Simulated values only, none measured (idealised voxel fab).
process module | voxel released beams
cross-section cut | 140 nm wide | cells 5 nm
A cross-section is a grid of square cells, given in bands from the top down. A band is one or more rows of cells.
Each band's line starts with the height of the band's top and of its bottom, in nm. Then come its materials from left to right, each with its width in nm. One material with "throughout" fills the band from edge to edge. "air" is empty space.
Height 0 is the level under which the wafer as received is all one material. The lowest band goes on downwards, as in "0 down".
A width such as "30 to 40" changes by the same amount from each row of cells to the next, from the band's top row to its bottom row.
"no change" after a step means that no cell of the cross-section changed.
closed voids: empty space of 8 cells or more with no open way to the top, each as width x height at its distance from the left edge, in nm
after a step's settings: what the simulator itself notes on the step
overlay nm, on a step with a mask: how far to the right of its planned place the mask lay; to the left if negative
plan
1 op RECEIVE | material Si
2 op CONFORMAL_DEP | material Al2O3 | thk nm 5
3 op DIRECTIONAL_DEP | material SiO2 | thk nm 10
4 op MASKED_ETCH | tone open | mask id ANCHOR | width nm 30 | etch materials SiO2 | depth nm 10 | overlay nm 0
5 op CONFORMAL_DEP | material W | thk nm 10
6 op MASKED_ETCH | tone cover | mask id BEAM | width nm 80 | etch materials W | depth nm 10 | overlay nm 0
7 op STRIP | etch materials SiO2
first wafer, as planned
as received, after step 1
  0 down: Si throughout
  closed voids: none
after step 2
  5 to 0: Al2O3 throughout
  below 0: unchanged
after step 3
  15 to 5: SiO2 throughout
  below 5: unchanged
after step 4
  15 to 5: SiO2 30 | air 30 | SiO2 80
  below 5: unchanged
after step 5
  25 to 15: W 40 | air 10 | W 90
  15 to 5: SiO2 30 | W 30 | SiO2 80
  below 5: unchanged
after step 6
  25 to 15: air 25 | W 15 | air 10 | W 55 | air 35
  below 15: unchanged
after step 7
  25 to 15: air 25 | W 15 | air 10 | W 55 | air 35
  15 to 5: air 30 | W 30 | air 80
  below 5: unchanged
second wafer: like start, like plan, one mistake. Through step 3 it matches the first wafer
when step 4 should have ended
  15 to 5: air 30 | SiO2 30 | air 80
  below 5: unchanged
when step 5 should have ended
  25 to 15: air 20 | W 50 | air 70
  15 to 5: W 30 | SiO2 30 | W 80
  below 5: unchanged
when step 6 should have ended
  25 to 15: air 25 | W 45 | air 70
  15 to 5: air 20 | W 10 | SiO2 30 | W 45 | air 35
  below 5: unchanged
when step 7 should have ended: no change
what went wrong: step 4 ran as: op MASKED_ETCH | tone cover | mask id ANCHOR | width nm 30 | etch materials SiO2 | depth nm 10 | overlay nm 0
at the end the second wafer has, in cells: 12 more of SiO2
